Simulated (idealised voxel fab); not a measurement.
process module | voxel ribs on slabs
cross-section cut | 260 nm wide | cells 5 nm
A cross-section is a grid of square cells, given in bands from the top down. A band is one or more rows of cells.
Each band's line starts with the height of the band's top and of its bottom, in nm. Then come its materials from left to right, each with its width in nm. One material with "throughout" fills the band from edge to edge. "air" is empty space.
Height 0 is the level under which the wafer as received is all one material. The lowest band goes on downwards, as in "0 down".
A width such as "30 to 40" changes by the same amount from each row of cells to the next, from the band's top row to its bottom row.
"no change" after a step means that no cell of the cross-section changed.
closed voids: empty space of 8 cells or more with no open way to the top, each as width x height at its distance from the left edge, in nm
after a step's settings: what the simulator itself notes on the step
overlay nm, on a step with a mask: how far to the right of its planned place the mask lay; to the left if negative
plan
1 op RECEIVE | material Si
2 op DIRECTIONAL_DEP | material SiO2 | thk nm 30
3 op DIRECTIONAL_DEP | material SiN | thk nm 20
4 op DIRECTIONAL_DEP | material aC | thk nm 10
5 op PATTERN | tone cover | mask id RIB | material resist | width nm 20 | thk nm 25 | overlay nm 0
6 op DIRECTIONAL_ETCH | etch materials aC | depth nm 10
7 op STRIP | etch materials resist
8 op DIRECTIONAL_ETCH | etch materials SiN | depth nm 5
9 op STRIP | etch materials aC
10 op PATTERN | tone cover | mask id SLAB | material resist | width nm 70 | thk nm 15 | overlay nm 0
11 op DIRECTIONAL_ETCH | etch materials SiN | depth nm 15
12 op STRIP | etch materials resist
13 op FILL_DEP | material SiO2 | thk nm 30
14 op CMP | height nm 70
15 op DIRECTIONAL_DEP | material TiN | thk nm 5
16 op MASKED_ETCH | tone cover | mask id HEATER | width nm 30 | etch materials TiN | depth nm 5 | overlay nm 0
17 op CONFORMAL_DEP | material SiO2 | thk nm 5
as received, after step 1
  0 down: Si throughout
  closed voids: none
first wafer at the end, as planned
  80 to 75: air 110 | SiO2 40 | air 110
  75 to 70: SiO2 115 | TiN 30 | SiO2 115
  70 to 50: SiO2 throughout
  50 to 45: SiO2 120 | SiN 20 | SiO2 120
  45 to 30: SiO2 95 | SiN 70 | SiO2 95
  30 to 0: SiO2 throughout
  0 down: Si throughout
  closed voids: none
second wafer at the end: like start, like plan, one mistake
  80 to 75: air 110 | SiO2 40 | air 110
  75 to 70: SiO2 115 | TiN 30 | SiO2 115
  70 to 50: SiO2 throughout
  50 to 45: SiO2 95 | SiN 25 | SiO2 20 | SiN 25 | SiO2 95
  45 to 35: SiO2 95 | SiN 70 | SiO2 95
  35 to 30: SiN throughout
  30 to 0: SiO2 throughout
  0 down: Si throughout
  closed voids: none
what went wrong: step 5 ran as: op PATTERN | tone open | mask id RIB | material resist | width nm 20 | thk nm 25 | overlay nm 0
at the end the second wafer has, in cells: 44 more of SiN | 44 fewer of SiO2
